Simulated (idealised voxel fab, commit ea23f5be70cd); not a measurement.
Process module in this document: voxel capacitor over wiring
For reference, the cross-section in this document is cut, with width 240 nm and square cells of 5 nm.
A cross-section is a grid of square cells, given in bands from the top down. A band is one or more rows of cells.
The band entry comprises the height of the band's top followed by the height of its bottom, expressed in nm, and subsequently the band's materials from left to right, each stated together with its width in nm. Where a single material is marked with the word "all across", that material fills the band from edge to edge. The word "air" represents empty space.
Heads up on the height convention: 0 is the point under which the incoming wafer is all one material, and the lowest band has no bottom, it just keeps going down, like "top 0, no bottom".
Width: "30->40" (first number = top row, second number = bottom row, same change from row to row of cells).
Where the words "no change" appear for a step, the cross-section shows no cell changed by that step; every cell remained as before.
"Closed internal voids": empty spaces of 8 cells or more with no open way to the top, each given as width x height at distance, distance from the left edge, all in nm.
What comes after the settings on a step's line is commentary from the simulator itself on that step.
overlay nm: for a step with a mask, the amount by which the mask lay right of where it was planned; a negative amount means left of it.

[Below is the list of planned process steps]
| 1 | RECEIVE,material Si |
| 2 | CONFORMAL_DEP,material SiO2,thk nm 15 |
| 3 | DIRECTIONAL_DEP,material TiN,thk nm 5 |
| 4 | DIRECTIONAL_DEP,material Ru,thk nm 15 |
| 5 | DIRECTIONAL_DEP,material aC,thk nm 10 |
| 6 | PATTERN,tone cover,mask id METAL_1,material resist,width nm 25,pitch nm 75,thk nm 25,overlay nm 0 |
| 7 | DIRECTIONAL_ETCH,etch materials aC,depth nm 10 |
| 8 | STRIP,etch materials resist |
| 9 | DIRECTIONAL_ETCH,etch materials Ru,depth nm 15 |
| 10 | DIRECTIONAL_ETCH,etch materials TiN,depth nm 5 |
| 11 | STRIP,etch materials aC |
| 12 | FILL_DEP,material SiO2,thk nm 10 |
| 13 | CMP,height nm 35 |
| 14 | CONFORMAL_DEP,material SiCN,thk nm 5 |
| 15 | DIRECTIONAL_DEP,material SiO2,thk nm 20 |
| 16 | MASKED_ETCH,tone open,mask id PLUG_1,width nm 15,etch materials SiO2,depth nm 20,overlay nm 0 |
| 17 | MASKED_ETCH,tone open,mask id PLUG_1,width nm 15,etch materials SiCN,depth nm 5,overlay nm 0 |
| 18 | EPI,material Ru,thk nm 10 |
| 19 | EPI,material Ru,thk nm 10 |
| 20 | EPI,material Ru,thk nm 5 |
| 21 | DIRECTIONAL_DEP,material TiN,thk nm 10 |
| 22 | DIRECTIONAL_DEP,material SiN,thk nm 5 |
| 23 | DIRECTIONAL_DEP,material TiN,thk nm 10 |
| 24 | DIRECTIONAL_DEP,material aC,thk nm 15 |
| 25 | PATTERN,tone cover,mask id UPPER_PLATE,material resist,width nm 55,thk nm 30,overlay nm 0 |
| 26 | DIRECTIONAL_ETCH,etch materials aC,depth nm 15 |
| 27 | STRIP,etch materials resist |
| 28 | DIRECTIONAL_ETCH,etch materials TiN,depth nm 10 |
| 29 | DIRECTIONAL_ETCH,etch materials SiN,depth nm 5 |
| 30 | STRIP,etch materials aC |
| 31 | DIRECTIONAL_DEP,material aC,thk nm 15 |
| 32 | PATTERN,tone cover,mask id LOWER_PLATE,material resist,width nm 65,thk nm 30,overlay nm 0 |
| 33 | DIRECTIONAL_ETCH,etch materials aC,depth nm 15 |
| 34 | STRIP,etch materials resist |
| 35 | DIRECTIONAL_ETCH,etch materials TiN,depth nm 10 |
| 36 | STRIP,etch materials aC |
| 37 | FILL_DEP,material SiO2,thk nm 15 |
| 38 | CMP,height nm 95 |
| 39 | DIRECTIONAL_DEP,material aC,thk nm 10 |
| 40 | PATTERN,tone open,mask id PLUG_2,material resist,width nm 15,thk nm 30,overlay nm 0 |
| 41 | DIRECTIONAL_ETCH,etch materials aC,depth nm 10 |
| 42 | STRIP,etch materials resist |
| 43 | DIRECTIONAL_ETCH,etch materials SiO2,depth nm 10 |
| 44 | STRIP,etch materials aC |
| 45 | CONFORMAL_DEP,material TiN,thk nm 5 |
| 46 | FILL_DEP,material Cu,thk nm 5 |
| 47 | CMP,height nm 95 |
| 48 | CONFORMAL_DEP,material SiN,thk nm 5 |

[The first of two wafers, run as planned]

[As-received state of the wafer in cross-section, equivalent to post-step 1]
* top 0, no bottom = Si all across
* Closed internal voids: none

[Cross-section: wafer state after step 2]
* top 15, bottom 0 = SiO2 all across
* Below 0 it's all the same as before, nothing changed down there.

[Cross-section: wafer state after step 3]
* top 20, bottom 15 = TiN all across
* Below 15 it's all the same as before, nothing changed down there.

[Cross-section: wafer state after step 4]
* top 35, bottom 20 = Ru all across
* Below 20 it's all the same as before, nothing changed down there.

[Cross-section: wafer state after step 5]
* top 45, bottom 35 = aC all across
* Below 35 it's all the same as before, nothing changed down there.

[Cross-section: wafer state after step 6]
* top 70, bottom 45 = air 70 / resist 25 / air 50 / resist 25 / air 70
* Below 45 it's all the same as before, nothing changed down there.

[Cross-section: wafer state after step 7]
* top 60, bottom 45 = air 70 / resist 25 / air 50 / resist 25 / air 70
* top 45, bottom 35 = air 70 / aC 25 / air 50 / aC 25 / air 70
* Below 35 it's all the same as before, nothing changed down there.

[Cross-section: wafer state after step 8]
* top 45, bottom 35 = air 70 / aC 25 / air 50 / aC 25 / air 70
* Below 35 it's all the same as before, nothing changed down there.

[Cross-section: wafer state after step 9]
* top 45, bottom 35 = air 70 / aC 25 / air 50 / aC 25 / air 70
* top 35, bottom 20 = air 70 / Ru 25 / air 50 / Ru 25 / air 70
* Below 20 it's all the same as before, nothing changed down there.

[Cross-section: wafer state after step 10]
* top 45, bottom 35 = air 70 / aC 25 / air 50 / aC 25 / air 70
* top 35, bottom 20 = air 70 / Ru 25 / air 50 / Ru 25 / air 70
* top 20, bottom 15 = air 70 / TiN 25 / air 50 / TiN 25 / air 70
* Below 15 it's all the same as before, nothing changed down there.

[Cross-section: wafer state after step 11]
* top 35, bottom 20 = air 70 / Ru 25 / air 50 / Ru 25 / air 70
* Below 20 it's all the same as before, nothing changed down there.

[Cross-section: wafer state after step 12]
* top 45, bottom 35 = SiO2 all across
* top 35, bottom 20 = SiO2 70 / Ru 25 / SiO2 50 / Ru 25 / SiO2 70
* top 20, bottom 15 = SiO2 70 / TiN 25 / SiO2 50 / TiN 25 / SiO2 70
* Below 15 it's all the same as before, nothing changed down there.

[Cross-section: wafer state after step 13]
* top 35, bottom 20 = SiO2 70 / Ru 25 / SiO2 50 / Ru 25 / SiO2 70
* Below 20 it's all the same as before, nothing changed down there.

[Cross-section: wafer state after step 14]
* top 40, bottom 35 = SiCN all across
* Below 35 it's all the same as before, nothing changed down there.

[Cross-section: wafer state after step 15]
* top 60, bottom 40 = SiO2 all across
* Below 40 it's all the same as before, nothing changed down there.

[Cross-section: wafer state after step 16]
* top 60, bottom 40 = SiO2 80 / air 15 / SiO2 145
* Below 40 it's all the same as before, nothing changed down there.

[Cross-section: wafer state after step 17]
* top 60, bottom 40 = SiO2 80 / air 15 / SiO2 145
* top 40, bottom 35 = SiCN 80 / air 15 / SiCN 145
* Below 35 it's all the same as before, nothing changed down there.

[Cross-section: wafer state after step 18]
* top 60, bottom 45 = SiO2 80 / air 15 / SiO2 145
* top 45, bottom 40 = SiO2 80 / Ru 15 / SiO2 145
* top 40, bottom 35 = SiCN 80 / Ru 15 / SiCN 145
* Below 35 it's all the same as before, nothing changed down there.

[Cross-section: wafer state after step 19]
* top 60, bottom 55 = SiO2 80 / air 15 / SiO2 145
* top 55, bottom 40 = SiO2 80 / Ru 15 / SiO2 145
* Below 40 it's all the same as before, nothing changed down there.

[Cross-section: wafer state after step 20]
* top 60, bottom 40 = SiO2 80 / Ru 15 / SiO2 145
* Below 40 it's all the same as before, nothing changed down there.

[Cross-section: wafer state after step 21]
* top 70, bottom 60 = TiN all across
* Below 60 it's all the same as before, nothing changed down there.

[Cross-section: wafer state after step 22]
* top 75, bottom 70 = SiN all across
* Below 70 it's all the same as before, nothing changed down there.

[Cross-section: wafer state after step 23]
* top 85, bottom 75 = TiN all across
* Below 75 it's all the same as before, nothing changed down there.

[Cross-section: wafer state after step 24]
* top 100, bottom 85 = aC all across
* Below 85 it's all the same as before, nothing changed down there.

[Cross-section: wafer state after step 25]
* top 130, bottom 100 = air 80 / resist 55 / air 105
* Below 100 it's all the same as before, nothing changed down there.

[Cross-section: wafer state after step 26]
* top 115, bottom 100 = air 80 / resist 55 / air 105
* top 100, bottom 85 = air 80 / aC 55 / air 105
* Below 85 it's all the same as before, nothing changed down there.

[Cross-section: wafer state after step 27]
* top 100, bottom 85 = air 80 / aC 55 / air 105
* Below 85 it's all the same as before, nothing changed down there.

[Cross-section: wafer state after step 28]
* top 100, bottom 85 = air 80 / aC 55 / air 105
* top 85, bottom 75 = air 80 / TiN 55 / air 105
* Below 75 it's all the same as before, nothing changed down there.

[Cross-section: wafer state after step 29]
* top 100, bottom 85 = air 80 / aC 55 / air 105
* top 85, bottom 75 = air 80 / TiN 55 / air 105
* top 75, bottom 70 = air 80 / SiN 55 / air 105
* Below 70 it's all the same as before, nothing changed down there.

[Cross-section: wafer state after step 30]
* top 85, bottom 75 = air 80 / TiN 55 / air 105
* Below 75 it's all the same as before, nothing changed down there.

[Cross-section: wafer state after step 31]
* top 100, bottom 85 = air 80 / aC 55 / air 105
* top 85, bottom 75 = aC 80 / TiN 55 / aC 105
* top 75, bottom 70 = aC 80 / SiN 55 / aC 105
* Below 70 it's all the same as before, nothing changed down there.

[Cross-section: wafer state after step 32]
* top 130, bottom 100 = air 75 / resist 65 / air 100
* top 100, bottom 85 = air 75 / resist 5 / aC 55 / resist 5 / air 100
* Below 85 it's all the same as before, nothing changed down there.

[Cross-section: wafer state after step 33]
* top 115, bottom 100 = air 75 / resist 65 / air 100
* top 100, bottom 85 = air 75 / resist 5 / aC 55 / resist 5 / air 100
* top 85, bottom 75 = air 75 / aC 5 / TiN 55 / aC 5 / air 100
* top 75, bottom 70 = air 75 / aC 5 / SiN 55 / aC 5 / air 100
* Below 70 it's all the same as before, nothing changed down there.

[Cross-section: wafer state after step 34]
* top 100, bottom 85 = air 80 / aC 55 / air 105
* Below 85 it's all the same as before, nothing changed down there.

[Cross-section: wafer state after step 35]
* top 100, bottom 85 = air 80 / aC 55 / air 105
* top 85, bottom 75 = air 75 / aC 5 / TiN 55 / aC 5 / air 100
* top 75, bottom 70 = air 75 / aC 5 / SiN 55 / aC 5 / air 100
* top 70, bottom 60 = air 75 / TiN 65 / air 100
* Below 60 it's all the same as before, nothing changed down there.

[Cross-section: wafer state after step 36]
* top 85, bottom 75 = air 80 / TiN 55 / air 105
* top 75, bottom 70 = air 80 / SiN 55 / air 105
* Below 70 it's all the same as before, nothing changed down there.

[Cross-section: wafer state after step 37]
* top 100, bottom 85 = SiO2 all across
* top 85, bottom 75 = SiO2 80 / TiN 55 / SiO2 105
* top 75, bottom 70 = SiO2 80 / SiN 55 / SiO2 105
* top 70, bottom 60 = SiO2 75 / TiN 65 / SiO2 100
* Below 60 it's all the same as before, nothing changed down there.

[Cross-section: wafer state after step 38]
* top 95, bottom 85 = SiO2 all across
* Below 85 it's all the same as before, nothing changed down there.

[Cross-section: wafer state after step 39]
* top 105, bottom 95 = aC all across
* Below 95 it's all the same as before, nothing changed down there.

[Cross-section: wafer state after step 40]
* top 135, bottom 105 = resist 90 / air 15 / resist 135
* Below 105 it's all the same as before, nothing changed down there.

[Cross-section: wafer state after step 41]
* top 125, bottom 105 = resist 90 / air 15 / resist 135
* top 105, bottom 95 = aC 90 / air 15 / aC 135
* Below 95 it's all the same as before, nothing changed down there.

[Cross-section: wafer state after step 42]
* top 105, bottom 95 = aC 90 / air 15 / aC 135
* Below 95 it's all the same as before, nothing changed down there.

[Cross-section: wafer state after step 43]
* top 105, bottom 95 = aC 90 / air 15 / aC 135
* top 95, bottom 85 = SiO2 90 / air 15 / SiO2 135
* Below 85 it's all the same as before, nothing changed down there.

[Cross-section: wafer state after step 44]
* top 95, bottom 85 = SiO2 90 / air 15 / SiO2 135
* Below 85 it's all the same as before, nothing changed down there.

[Cross-section: wafer state after step 45]
* top 100, bottom 95 = TiN 95 / air 5 / TiN 140
* top 95, bottom 90 = SiO2 90 / TiN 5 / air 5 / TiN 5 / SiO2 135
* top 90, bottom 85 = SiO2 90 / TiN 15 / SiO2 135
* Below 85 it's all the same as before, nothing changed down there.

[Cross-section: wafer state after step 46]
* top 105, bottom 100 = Cu all across
* top 100, bottom 95 = TiN 95 / Cu 5 / TiN 140
* top 95, bottom 90 = SiO2 90 / TiN 5 / Cu 5 / TiN 5 / SiO2 135
* Below 90 it's all the same as before, nothing changed down there.

[Cross-section: wafer state after step 47]
* top 95, bottom 90 = SiO2 90 / TiN 5 / Cu 5 / TiN 5 / SiO2 135
* Below 90 it's all the same as before, nothing changed down there.

[Cross-section: wafer state after step 48]
* top 100, bottom 95 = SiN all across
* Below 95 it's all the same as before, nothing changed down there.

[The second wafer: identical to the first at the outset and in its planned sequence, differing only in that one mistake was made during processing; up to and including step 17, its path is the first wafer's path]

[Look at the second wafer in cross-section at the time step 19 ought to have finished]
* top 65, bottom 60 = air 75 / Ru 25 / air 140
* top 60, bottom 40 = SiO2 80 / Ru 15 / SiO2 145
* top 40, bottom 35 = SiCN 80 / Ru 15 / SiCN 145
* Below 35 it's all the same as before, nothing changed down there.

[Look at the second wafer in cross-section at the time step 20 ought to have finished]
* top 70, bottom 60 = air 70 / Ru 35 / air 135
* Below 60 it's all the same as before, nothing changed down there.

[Look at the second wafer in cross-section at the time step 21 ought to have finished]
* top 80, bottom 70 = air 70 / TiN 35 / air 135
* top 70, bottom 60 = TiN 70 / Ru 35 / TiN 135
* Below 60 it's all the same as before, nothing changed down there.

[Look at the second wafer in cross-section at the time step 22 ought to have finished]
* top 85, bottom 80 = air 70 / SiN 35 / air 135
* top 80, bottom 75 = air 70 / TiN 35 / air 135
* top 75, bottom 70 = SiN 70 / TiN 35 / SiN 135
* Below 70 it's all the same as before, nothing changed down there.

[Look at the second wafer in cross-section at the time step 23 ought to have finished]
* top 95, bottom 85 = air 70 / TiN 35 / air 135
* top 85, bottom 80 = TiN 70 / SiN 35 / TiN 135
* top 80, bottom 75 = TiN all across
* Below 75 it's all the same as before, nothing changed down there.

[Look at the second wafer in cross-section at the time step 24 ought to have finished]
* top 110, bottom 100 = air 70 / aC 35 / air 135
* top 100, bottom 95 = aC all across
* top 95, bottom 85 = aC 70 / TiN 35 / aC 135
* Below 85 it's all the same as before, nothing changed down there.

[Look at the second wafer in cross-section at the time step 25 ought to have finished]
* top 140, bottom 110 = air 80 / resist 55 / air 105
* top 110, bottom 100 = air 70 / aC 35 / resist 30 / air 105
* Below 100 it's all the same as before, nothing changed down there.

[Look at the second wafer in cross-section at the time step 26 ought to have finished]
* top 125, bottom 110 = air 80 / resist 55 / air 105
* top 110, bottom 100 = air 80 / aC 25 / resist 30 / air 105
* top 100, bottom 95 = air 80 / aC 55 / air 105
* top 95, bottom 85 = air 70 / TiN 35 / aC 30 / air 105
* Below 85 it's all the same as before, nothing changed down there.

[Look at the second wafer in cross-section at the time step 27 ought to have finished]
* top 110, bottom 100 = air 80 / aC 25 / air 135
* Below 100 it's all the same as before, nothing changed down there.

[Look at the second wafer in cross-section at the time step 28 ought to have finished]
* top 110, bottom 100 = air 80 / aC 25 / air 135
* top 100, bottom 95 = air 80 / aC 55 / air 105
* top 95, bottom 85 = air 80 / TiN 25 / aC 30 / air 105
* top 85, bottom 80 = air 70 / SiN 35 / TiN 30 / air 105
* top 80, bottom 75 = air 70 / TiN 65 / air 105
* Below 75 it's all the same as before, nothing changed down there.

[Look at the second wafer in cross-section at the time step 29 ought to have finished]
* top 110, bottom 100 = air 80 / aC 25 / air 135
* top 100, bottom 95 = air 80 / aC 55 / air 105
* top 95, bottom 85 = air 80 / TiN 25 / aC 30 / air 105
* top 85, bottom 80 = air 80 / SiN 25 / TiN 30 / air 105
* top 80, bottom 75 = air 70 / TiN 65 / air 105
* top 75, bottom 70 = air 70 / TiN 35 / SiN 30 / air 105
* Below 70 it's all the same as before, nothing changed down there.

[Look at the second wafer in cross-section at the time step 30 ought to have finished]
* top 95, bottom 85 = air 80 / TiN 25 / air 135
* Below 85 it's all the same as before, nothing changed down there.

[Look at the second wafer in cross-section at the time step 31 ought to have finished]
* top 110, bottom 100 = air 80 / aC 25 / air 135
* top 100, bottom 95 = air 80 / aC 55 / air 105
* top 95, bottom 85 = air 70 / aC 10 / TiN 25 / aC 30 / air 105
* top 85, bottom 80 = aC 80 / SiN 25 / TiN 30 / aC 105
* top 80, bottom 75 = aC 70 / TiN 65 / aC 105
* top 75, bottom 70 = aC 70 / TiN 35 / SiN 30 / aC 105
* Below 70 it's all the same as before, nothing changed down there.

[Look at the second wafer in cross-section at the time step 32 ought to have finished]
* top 140, bottom 110 = air 75 / resist 65 / air 100
* top 110, bottom 100 = air 75 / resist 5 / aC 25 / resist 35 / air 100
* top 100, bottom 95 = air 75 / resist 5 / aC 55 / resist 5 / air 100
* top 95, bottom 85 = air 70 / aC 10 / TiN 25 / aC 30 / resist 5 / air 100
* Below 85 it's all the same as before, nothing changed down there.

[Look at the second wafer in cross-section at the time step 33 ought to have finished]
* top 125, bottom 110 = air 75 / resist 65 / air 100
* top 110, bottom 100 = air 75 / resist 5 / aC 25 / resist 35 / air 100
* top 100, bottom 95 = air 75 / resist 5 / aC 55 / resist 5 / air 100
* top 95, bottom 85 = air 75 / aC 5 / TiN 25 / aC 30 / resist 5 / air 100
* top 85, bottom 80 = air 75 / aC 5 / SiN 25 / TiN 30 / aC 5 / air 100
* top 80, bottom 75 = air 70 / TiN 65 / aC 5 / air 100
* top 75, bottom 70 = air 70 / TiN 35 / SiN 30 / aC 5 / air 100
* Below 70 it's all the same as before, nothing changed down there.

[Look at the second wafer in cross-section at the time step 34 ought to have finished]
* top 110, bottom 100 = air 80 / aC 25 / air 135
* top 100, bottom 95 = air 80 / aC 55 / air 105
* top 95, bottom 85 = air 75 / aC 5 / TiN 25 / aC 30 / air 105
* Below 85 it's all the same as before, nothing changed down there.

[Look at the second wafer in cross-section at the time step 35 ought to have finished]
* top 110, bottom 100 = air 80 / aC 25 / air 135
* top 100, bottom 95 = air 80 / aC 55 / air 105
* top 95, bottom 85 = air 75 / aC 5 / TiN 25 / aC 30 / air 105
* top 85, bottom 80 = air 75 / aC 5 / SiN 25 / TiN 30 / aC 5 / air 100
* top 80, bottom 75 = air 75 / TiN 60 / aC 5 / air 100
* top 75, bottom 70 = air 75 / TiN 30 / SiN 30 / aC 5 / air 100
* top 70, bottom 60 = air 70 / Ru 35 / TiN 35 / air 100
* Below 60 it's all the same as before, nothing changed down there.

[Look at the second wafer in cross-section at the time step 36 ought to have finished]
* top 95, bottom 85 = air 80 / TiN 25 / air 135
* top 85, bottom 80 = air 80 / SiN 25 / TiN 30 / air 105
* top 80, bottom 75 = air 75 / TiN 60 / air 105
* top 75, bottom 70 = air 75 / TiN 30 / SiN 30 / air 105
* Below 70 it's all the same as before, nothing changed down there.

[Look at the second wafer in cross-section at the time step 37 ought to have finished]
* top 110, bottom 95 = SiO2 all across
* top 95, bottom 85 = SiO2 80 / TiN 25 / SiO2 135
* top 85, bottom 80 = SiO2 80 / SiN 25 / TiN 30 / SiO2 105
* top 80, bottom 75 = SiO2 75 / TiN 60 / SiO2 105
* top 75, bottom 70 = SiO2 75 / TiN 30 / SiN 30 / SiO2 105
* top 70, bottom 60 = SiO2 70 / Ru 35 / TiN 35 / SiO2 100
* Below 60 it's all the same as before, nothing changed down there.

[Look at the second wafer in cross-section at the time step 38 ought to have finished]
* top 95, bottom 85 = SiO2 80 / TiN 25 / SiO2 135
* Below 85 it's all the same as before, nothing changed down there.

[Look at the second wafer in cross-section at the time step 39 ought to have finished]
* top 105, bottom 95 = aC all across
* Below 95 it's all the same as before, nothing changed down there.

[Look at the second wafer in cross-section at the time step 40 ought to have finished]
* top 135, bottom 105 = resist 90 / air 15 / resist 135
* Below 105 it's all the same as before, nothing changed down there.

[Look at the second wafer in cross-section at the time step 41 ought to have finished]
* top 125, bottom 105 = resist 90 / air 15 / resist 135
* top 105, bottom 95 = aC 90 / air 15 / aC 135
* Below 95 it's all the same as before, nothing changed down there.

[Look at the second wafer in cross-section at the time step 42 ought to have finished]
* top 105, bottom 95 = aC 90 / air 15 / aC 135
* Below 95 it's all the same as before, nothing changed down there.

Look at the second wafer in cross-section at the time step 43 ought to have finished: no change

[Look at the second wafer in cross-section at the time step 44 ought to have finished]
* top 95, bottom 85 = SiO2 80 / TiN 25 / SiO2 135
* Below 85 it's all the same as before, nothing changed down there.

[Look at the second wafer in cross-section at the time step 45 ought to have finished]
* top 100, bottom 95 = TiN all across
* Below 95 it's all the same as before, nothing changed down there.

[Look at the second wafer in cross-section at the time step 46 ought to have finished]
* top 105, bottom 100 = Cu all across
* Below 100 it's all the same as before, nothing changed down there.

[Look at the second wafer in cross-section at the time step 47 ought to have finished]
* top 95, bottom 85 = SiO2 80 / TiN 25 / SiO2 135
* Below 85 it's all the same as before, nothing changed down there.

[Look at the second wafer in cross-section at the time step 48 ought to have finished]
* top 100, bottom 95 = SiN all across
* Below 95 it's all the same as before, nothing changed down there.
Want to know what went wrong? one of the like steps 18 and 19 was run twice, and which one is unknowable
Upon completion, the second wafer contains, in terms of cells, a greater or smaller amount of certain materials than the first wafer: Cu: 1 fewer; Ru: 14 more; SiO2: 8 fewer; TiN: 5 fewer
